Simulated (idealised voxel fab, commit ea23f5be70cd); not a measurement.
A process module follows: voxel released beams.
It is cross-section cut that appears here, measuring 250 nm in width, its square cells being 5 nm in size.
We lay out every cross-section as a grid of square cells and spell it out in bands from the top down, where one band means one or more rows of cells. Look at the band entry: it leads with the top's height and the bottom's height in nm. Then it lists the materials left to right, with a width in nm for each. The word "full width" on a single material says that material fills the band edge to edge. The word "air" is empty space. Height reference: 0 = level under which incoming wafer is all one material. Lowest band: no bottom, runs on downward, e.g. "z 0 and below". Top row gets the first number, bottom row gets the second, and each row in between changes by the same step: that is how a band width like "30 to 40" works. Key: "changes: none" - step with no changed cell in the cross-section. "Cavities, closed" - sealed voids, min. 8 cells, no opening to top; format: width x height at distance (distance from left edge; nm throughout). It should be noted that, on the line of a given step, the content following the step's settings is a remark produced by the simulator itself with respect to that step. Regarding "overlay nm": on a step with a mask, it is the distance the mask lay to the right of its planned place; a negative value places it to the left.
# Planned process steps
1. RECEIVE [material Si]
2. CONFORMAL_DEP [material Al2O3] [thk nm 10]
3. DIRECTIONAL_DEP [material SiO2] [thk nm 15]
4. DIRECTIONAL_DEP [material aC] [thk nm 15]
5. PATTERN [tone open] [mask id ANCHOR] [material resist] [width nm 35] [thk nm 35] [overlay nm 0]
6. DIRECTIONAL_ETCH [etch materials aC] [depth nm 15]
7. STRIP [etch materials resist]
8. DIRECTIONAL_ETCH [etch materials SiO2] [depth nm 15]
9. STRIP [etch materials aC]
10. CONFORMAL_DEP [material W] [thk nm 10]
11. DIRECTIONAL_DEP [material aC] [thk nm 10]
12. PATTERN [tone cover] [mask id BEAM] [material resist] [width nm 95] [thk nm 25] [overlay nm 0]
13. DIRECTIONAL_ETCH [etch materials aC] [depth nm 10]
14. STRIP [etch materials resist]
15. DIRECTIONAL_ETCH [etch materials W] [depth nm 10]
16. STRIP [etch materials aC]
17. STRIP [etch materials SiO2]
# First of two wafers, processed according to plan
# The cross-section here shows the wafer as received, i.e. in its state after step 1
z 0 and below  Si full width
Cavities, closed: none
# Cross-sectional representation of the wafer at the conclusion of step 2
z 10 to 0  Al2O3 full width
Below 0 it's all the same as before, nothing changed down there.
# Cross-sectional representation of the wafer at the conclusion of step 3
z 25 to 10  SiO2 full width
Below 10 it's all the same as before, nothing changed down there.
# Cross-sectional representation of the wafer at the conclusion of step 4
z 40 to 25  aC full width
Below 25 it's all the same as before, nothing changed down there.
# Cross-sectional representation of the wafer at the conclusion of step 5
z 75 to 40  resist 80, air 35, resist 135
Below 40 it's all the same as before, nothing changed down there.
# Cross-sectional representation of the wafer at the conclusion of step 6
z 60 to 40  resist 80, air 35, resist 135
z 40 to 25  aC 80, air 35, aC 135
Below 25 it's all the same as before, nothing changed down there.
# Cross-sectional representation of the wafer at the conclusion of step 7
z 40 to 25  aC 80, air 35, aC 135
Below 25 it's all the same as before, nothing changed down there.
# Cross-sectional representation of the wafer at the conclusion of step 8
z 40 to 25  aC 80, air 35, aC 135
z 25 to 10  SiO2 80, air 35, SiO2 135
Below 10 it's all the same as before, nothing changed down there.
# Cross-sectional representation of the wafer at the conclusion of step 9
z 25 to 10  SiO2 80, air 35, SiO2 135
Below 10 it's all the same as before, nothing changed down there.
# Cross-sectional representation of the wafer at the conclusion of step 10
z 35 to 25  W 90, air 15, W 145
z 25 to 20  SiO2 80, W 10, air 15, W 10, SiO2 135
z 20 to 10  SiO2 80, W 35, SiO2 135
Below 10 it's all the same as before, nothing changed down there.
# Cross-sectional representation of the wafer at the conclusion of step 11
z 45 to 35  aC 90, air 15, aC 145
z 35 to 30  W 90, air 15, W 145
z 30 to 25  W 90, aC 15, W 145
z 25 to 20  SiO2 80, W 10, aC 15, W 10, SiO2 135
Below 20 it's all the same as before, nothing changed down there.
# Cross-sectional representation of the wafer at the conclusion of step 12
z 70 to 45  air 75, resist 95, air 80
z 45 to 35  aC 90, resist 15, aC 145
z 35 to 30  W 90, resist 15, W 145
Below 30 it's all the same as before, nothing changed down there.
# Cross-sectional representation of the wafer at the conclusion of step 13
z 60 to 45  air 75, resist 95, air 80
z 45 to 35  air 75, aC 15, resist 15, aC 65, air 80
Below 35 it's all the same as before, nothing changed down there.
# Cross-sectional representation of the wafer at the conclusion of step 14
z 45 to 35  air 75, aC 15, air 15, aC 65, air 80
z 35 to 30  W 90, air 15, W 145
Below 30 it's all the same as before, nothing changed down there.
# Cross-sectional representation of the wafer at the conclusion of step 15
z 45 to 35  air 75, aC 15, air 15, aC 65, air 80
z 35 to 30  air 75, W 15, air 15, W 65, air 80
z 30 to 25  air 75, W 15, aC 15, W 65, air 80
Below 25 it's all the same as before, nothing changed down there.
# Cross-sectional representation of the wafer at the conclusion of step 16
z 35 to 25  air 75, W 15, air 15, W 65, air 80
z 25 to 20  SiO2 80, W 10, air 15, W 10, SiO2 135
Below 20 it's all the same as before, nothing changed down there.
# Cross-sectional representation of the wafer at the conclusion of step 17
z 35 to 25  air 75, W 15, air 15, W 65, air 80
z 25 to 20  air 80, W 10, air 15, W 10, air 135
z 20 to 10  air 80, W 35, air 135
Below 10 it's all the same as before, nothing changed down there.
# The remaining wafer, second of the two, started like the first and was run to the same plan, except that one mistake was made along the way; the two coincide through step 10, inclusive
# Second wafer, sectioned view, at step 11's planned end time
z 45 to 35  Al2O3 90, air 15, Al2O3 145
z 35 to 30  W 90, air 15, W 145
z 30 to 25  W 90, Al2O3 15, W 145
z 25 to 20  SiO2 80, W 10, Al2O3 15, W 10, SiO2 135
Below 20 it's all the same as before, nothing changed down there.
# Second wafer, sectioned view, at step 12's planned end time
z 70 to 45  air 75, resist 95, air 80
z 45 to 35  Al2O3 90, resist 15, Al2O3 145
z 35 to 30  W 90, resist 15, W 145
Below 30 it's all the same as before, nothing changed down there.
# Second wafer, sectioned view, at step 13's planned end time
z 60 to 45  air 75, resist 95, air 80
Below 45 it's all the same as before, nothing changed down there.
# Second wafer, sectioned view, at step 14's planned end time
z 45 to 35  Al2O3 90, air 15, Al2O3 145
z 35 to 30  W 90, air 15, W 145
Below 30 it's all the same as before, nothing changed down there.
Second wafer, sectioned view, at step 15's planned end time: changes: none
Second wafer, sectioned view, at step 16's planned end time: changes: none
Second wafer, sectioned view, at step 17's planned end time: changes: none
Plan not followed: step 11 was run on a setting that differed from the plan, and what really ran there is DIRECTIONAL_DEP [material Al2O3] [thk nm 10]
Wafer comparison, final, in cells, second relative to first, materials more or fewer: +100 Al2O3, +129 SiO2, +62 W
